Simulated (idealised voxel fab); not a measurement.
The process module presented herein is designated voxel quadruple lines.
It is cross-section cut that appears here, measuring 140 nm in width, its square cells being 5 nm in size.
Cross-section, as written here: a square-cell grid given band by band from the top down, where a band holds one or more rows of cells.
A band entry consists of two parts. The first gives the height of the band's top and the height of its bottom, in nm. The rest lists the band's materials from left to right, each with its width in nm. A single material labelled with the word "full width" fills the band from edge to edge, and the word "empty" marks empty space.
Heads up on the height convention: 0 is the point under which the incoming wafer is all one material, and the lowest band has no bottom, it just keeps going down, like "z 0 and below".
Think of "30 to 40" as a width that walks from the first number to the second as you go down the band, top row to bottom row, taking equal-sized steps from row to row.
No cell of the cross-section changed in a step that is given as "no modification".
"Encapsulated voids" means: voids of 8 cells or more that are shut off from the top with no open way through. Written width x height at distance, distance from the left edge, in nm.
That trailing text on a step's line, after the settings, is the simulator's own remark on the step.
The line of a step may include "overlay nm". On a step with a mask, this value is how far to the right of its planned place the mask lay. A negative value means the mask lay to the left.

Set out below are the planned steps of the process:
| 1 | RECEIVE | material Si |
| 2 | CONFORMAL_DEP | material Al2O3 | thk nm 5 |
| 3 | DIRECTIONAL_DEP | material Ru | thk nm 10 |
| 4 | DIRECTIONAL_DEP | material polySi | thk nm 20 |
| 5 | DIRECTIONAL_DEP | material aC | thk nm 25 |
| 6 | PATTERN | tone cover | mask id MANDREL | material resist | width nm 30 | thk nm 35 | overlay nm 0 |
| 7 | DIRECTIONAL_ETCH | etch materials aC | depth nm 25 |
| 8 | STRIP | etch materials resist |
| 9 | CONFORMAL_DEP | material SiO2 | thk nm 10 |
| 10 | DIRECTIONAL_ETCH | etch materials SiO2 | depth nm 10 |
| 11 | STRIP | etch materials aC |
| 12 | DIRECTIONAL_ETCH | etch materials polySi | depth nm 20 |
| 13 | STRIP | etch materials SiO2 |
| 14 | CONFORMAL_DEP | material SiN | thk nm 10 |
| 15 | DIRECTIONAL_ETCH | etch materials SiN | depth nm 10 |
| 16 | STRIP | etch materials polySi |
| 17 | DIRECTIONAL_ETCH | etch materials Ru | depth nm 10 |
| 18 | STRIP | etch materials SiN |
| 19 | FILL_DEP | material SiO2 | thk nm 10 |
| 20 | CMP | height nm 15 |

First of two wafers: run as planned:

So this is the incoming wafer in cross-section - it's already been through step 1:
z 0 and below = Si full width
Encapsulated voids: none

Cross-section through the wafer, step 2 finished:
z 5 to 0 = Al2O3 full width
Whatever lies below 0 is exactly as it was before.

Cross-section through the wafer, step 3 finished:
z 15 to 5 = Ru full width
Whatever lies below 5 is exactly as it was before.

Cross-section through the wafer, step 4 finished:
z 35 to 15 = polySi full width
Whatever lies below 15 is exactly as it was before.

Cross-section through the wafer, step 5 finished:
z 60 to 35 = aC full width
Whatever lies below 35 is exactly as it was before.

Cross-section through the wafer, step 6 finished:
z 95 to 60 = empty (55), resist (30), empty (55)
Whatever lies below 60 is exactly as it was before.

Cross-section through the wafer, step 7 finished:
z 70 to 60 = empty (55), resist (30), empty (55)
z 60 to 35 = empty (55), aC (30), empty (55)
Whatever lies below 35 is exactly as it was before.

Cross-section through the wafer, step 8 finished:
z 60 to 35 = empty (55), aC (30), empty (55)
Whatever lies below 35 is exactly as it was before.

Cross-section through the wafer, step 9 finished:
z 70 to 60 = empty (45), SiO2 (50), empty (45)
z 60 to 45 = empty (45), SiO2 (10), aC (30), SiO2 (10), empty (45)
z 45 to 35 = SiO2 (55), aC (30), SiO2 (55)
Whatever lies below 35 is exactly as it was before.

Cross-section through the wafer, step 10 finished:
z 60 to 35 = empty (45), SiO2 (10), aC (30), SiO2 (10), empty (45)
Whatever lies below 35 is exactly as it was before.

Cross-section through the wafer, step 11 finished:
z 60 to 35 = empty (45), SiO2 (10), empty (30), SiO2 (10), empty (45)
Whatever lies below 35 is exactly as it was before.

Cross-section through the wafer, step 12 finished:
z 60 to 35 = empty (45), SiO2 (10), empty (30), SiO2 (10), empty (45)
z 35 to 15 = empty (45), polySi (10), empty (30), polySi (10), empty (45)
Whatever lies below 15 is exactly as it was before.

Cross-section through the wafer, step 13 finished:
z 35 to 15 = empty (45), polySi (10), empty (30), polySi (10), empty (45)
Whatever lies below 15 is exactly as it was before.

Cross-section through the wafer, step 14 finished:
z 45 to 35 = empty (35), SiN (30), empty (10), SiN (30), empty (35)
z 35 to 25 = empty (35), SiN (10), polySi (10), SiN (10), empty (10), SiN (10), polySi (10), SiN (10), empty (35)
z 25 to 15 = SiN (45), polySi (10), SiN (30), polySi (10), SiN (45)
Whatever lies below 15 is exactly as it was before.

Cross-section through the wafer, step 15 finished:
z 35 to 15 = empty (35), SiN (10), polySi (10), SiN (10), empty (10), SiN (10), polySi (10), SiN (10), empty (35)
Whatever lies below 15 is exactly as it was before.

Cross-section through the wafer, step 16 finished:
z 35 to 15 = empty (35), SiN (10), empty (10), SiN (10), empty (10), SiN (10), empty (10), SiN (10), empty (35)
Whatever lies below 15 is exactly as it was before.

Cross-section through the wafer, step 17 finished:
z 35 to 15 = empty (35), SiN (10), empty (10), SiN (10), empty (10), SiN (10), empty (10), SiN (10), empty (35)
z 15 to 5 = empty (35), Ru (10), empty (10), Ru (10), empty (10), Ru (10), empty (10), Ru (10), empty (35)
Whatever lies below 5 is exactly as it was before.

Cross-section through the wafer, step 18 finished:
z 15 to 5 = empty (35), Ru (10), empty (10), Ru (10), empty (10), Ru (10), empty (10), Ru (10), empty (35)
Whatever lies below 5 is exactly as it was before.

Cross-section through the wafer, step 19 finished:
z 25 to 15 = SiO2 full width
z 15 to 5 = SiO2 (35), Ru (10), SiO2 (10), Ru (10), SiO2 (10), Ru (10), SiO2 (10), Ru (10), SiO2 (35)
Whatever lies below 5 is exactly as it was before.

Cross-section through the wafer, step 20 finished:
z 15 to 5 = SiO2 (35), Ru (10), SiO2 (10), Ru (10), SiO2 (10), Ru (10), SiO2 (10), Ru (10), SiO2 (35)
Whatever lies below 5 is exactly as it was before.

The second wafer began exactly as the first did and followed the same plan, but one mistake was made while running it; through step 5 inclusive, the two wafers are identical:

Look at the second wafer in cross-section at the time step 6 ought to have finished:
z 95 to 60 = empty (50), resist (30), empty (60)
Whatever lies below 60 is exactly as it was before.

Look at the second wafer in cross-section at the time step 7 ought to have finished:
z 70 to 60 = empty (50), resist (30), empty (60)
z 60 to 35 = empty (50), aC (30), empty (60)
Whatever lies below 35 is exactly as it was before.

Look at the second wafer in cross-section at the time step 8 ought to have finished:
z 60 to 35 = empty (50), aC (30), empty (60)
Whatever lies below 35 is exactly as it was before.

Look at the second wafer in cross-section at the time step 9 ought to have finished:
z 70 to 60 = empty (40), SiO2 (50), empty (50)
z 60 to 45 = empty (40), SiO2 (10), aC (30), SiO2 (10), empty (50)
z 45 to 35 = SiO2 (50), aC (30), SiO2 (60)
Whatever lies below 35 is exactly as it was before.

Look at the second wafer in cross-section at the time step 10 ought to have finished:
z 60 to 35 = empty (40), SiO2 (10), aC (30), SiO2 (10), empty (50)
Whatever lies below 35 is exactly as it was before.

Look at the second wafer in cross-section at the time step 11 ought to have finished:
z 60 to 35 = empty (40), SiO2 (10), empty (30), SiO2 (10), empty (50)
Whatever lies below 35 is exactly as it was before.

Look at the second wafer in cross-section at the time step 12 ought to have finished:
z 60 to 35 = empty (40), SiO2 (10), empty (30), SiO2 (10), empty (50)
z 35 to 15 = empty (40), polySi (10), empty (30), polySi (10), empty (50)
Whatever lies below 15 is exactly as it was before.

Look at the second wafer in cross-section at the time step 13 ought to have finished:
z 35 to 15 = empty (40), polySi (10), empty (30), polySi (10), empty (50)
Whatever lies below 15 is exactly as it was before.

Look at the second wafer in cross-section at the time step 14 ought to have finished:
z 45 to 35 = empty (30), SiN (30), empty (10), SiN (30), empty (40)
z 35 to 25 = empty (30), SiN (10), polySi (10), SiN (10), empty (10), SiN (10), polySi (10), SiN (10), empty (40)
z 25 to 15 = SiN (40), polySi (10), SiN (30), polySi (10), SiN (50)
Whatever lies below 15 is exactly as it was before.

Look at the second wafer in cross-section at the time step 15 ought to have finished:
z 35 to 15 = empty (30), SiN (10), polySi (10), SiN (10), empty (10), SiN (10), polySi (10), SiN (10), empty (40)
Whatever lies below 15 is exactly as it was before.

Look at the second wafer in cross-section at the time step 16 ought to have finished:
z 35 to 15 = empty (30), SiN (10), empty (10), SiN (10), empty (10), SiN (10), empty (10), SiN (10), empty (40)
Whatever lies below 15 is exactly as it was before.

Look at the second wafer in cross-section at the time step 17 ought to have finished:
z 35 to 15 = empty (30), SiN (10), empty (10), SiN (10), empty (10), SiN (10), empty (10), SiN (10), empty (40)
z 15 to 5 = empty (30), Ru (10), empty (10), Ru (10), empty (10), Ru (10), empty (10), Ru (10), empty (40)
Whatever lies below 5 is exactly as it was before.

Look at the second wafer in cross-section at the time step 18 ought to have finished:
z 15 to 5 = empty (30), Ru (10), empty (10), Ru (10), empty (10), Ru (10), empty (10), Ru (10), empty (40)
Whatever lies below 5 is exactly as it was before.

Look at the second wafer in cross-section at the time step 19 ought to have finished:
z 25 to 15 = SiO2 full width
z 15 to 5 = SiO2 (30), Ru (10), SiO2 (10), Ru (10), SiO2 (10), Ru (10), SiO2 (10), Ru (10), SiO2 (40)
Whatever lies below 5 is exactly as it was before.

Look at the second wafer in cross-section at the time step 20 ought to have finished:
z 15 to 5 = SiO2 (30), Ru (10), SiO2 (10), Ru (10), SiO2 (10), Ru (10), SiO2 (10), Ru (10), SiO2 (40)
Whatever lies below 5 is exactly as it was before.
what went wrong: step 6 was run on a setting that differed from the plan, and what really ran there is PATTERN | tone cover | mask id MANDREL | material resist | width nm 30 | thk nm 35 | overlay nm -5
At the close, every material occupies the same number of cells on the second wafer as on the first, only in different positions.
